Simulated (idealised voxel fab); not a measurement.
A process module follows: voxel self aligned contacts.
We display cut, a cross-section 285 nm in width whose square cells are each 5 nm.
Cross-section = grid of square cells, listed top down in bands; band = one or more rows. What a band's entry tells you: where the top is and where the bottom is, as heights in nm, and after that what lies inside, material by material from left to right, each with its width in nm. Empty space is written as the word "air", and a single material marked with the word "throughout" occupies the band from edge to edge. Counting heights begins at 0, where everything beneath is, in the wafer as received, one material. The lowest band has no bottom; it goes on downwards, as "from 0 down" shows. A width such as "30->40" changes by the same amount from each row of cells to the next, from the band's top row to its bottom row. Step note "no change occurred" = no cross-section cell changed. Any empty space of 8 cells or more lacking an open way to the top shows up in "Completely sealed voids" as width x height at distance, distance from the left edge, in nm. On a step's line, text after the settings is the simulator commenting on that step. For masked steps, "overlay nm" on the step line gives how far right of plan the mask actually lay; a minus sign means it lay to the left.

## The steps planned for the process are as follows
step 1: RECEIVE,material Si
step 2: OXIDIZE,depth nm 5
step 3: DIRECTIONAL_DEP,material polySi,thk nm 20
step 4: DIRECTIONAL_DEP,material SiN,thk nm 20
step 5: MASKED_ETCH,tone cover,mask id GATE,width nm 35,pitch nm 80,etch materials SiN,depth nm 20,overlay nm 0
step 6: MASKED_ETCH,tone cover,mask id GATE,width nm 35,pitch nm 80,etch materials polySi,depth nm 20,overlay nm 0
step 7: CONFORMAL_DEP,material SiN,thk nm 10
step 8: DIRECTIONAL_ETCH,etch materials SiN,depth nm 10
step 9: FILL_DEP,material SiO2,thk nm 15
step 10: CMP,height nm 45
step 11: PATTERN,tone open,mask id CONTACT,material resist,width nm 65,thk nm 20,overlay nm 0
step 12: DIRECTIONAL_ETCH,etch materials SiO2,depth nm 50
step 13: STRIP,etch materials resist
step 14: CONFORMAL_DEP,material TiN,thk nm 5
step 15: FILL_DEP,material Ru,thk nm 10
step 16: CMP,height nm 45
step 17: CONFORMAL_DEP,material SiCN,thk nm 5

## Incoming wafer, cross-sectional view, post step 1
from 0 down | Si throughout
Completely sealed voids: none

## One mistake in running the module, otherwise start and plan as above: cross-section at the end
from 50 to 45 | SiCN throughout
from 45 to 40 | SiO2 110 | TiN 25 | Ru 15 | TiN 25 | SiO2 110
from 40 to 20 | SiO2 75 | SiN 55 | TiN 5 | Ru 15 | TiN 5 | SiN 55 | SiO2 75
from 20 to 5 | SiO2 75 | SiN 10 | polySi 35 | SiN 10 | TiN 5 | Ru 15 | TiN 5 | SiN 10 | polySi 35 | SiN 10 | SiO2 75
from 5 to 0 | SiO2 75 | SiN 10 | polySi 35 | SiN 10 | TiN 25 | SiN 10 | polySi 35 | SiN 10 | SiO2 75
from 0 down | Si throughout
Completely sealed voids: none
Run error: step 2 was dropped from the plan's execution and never run
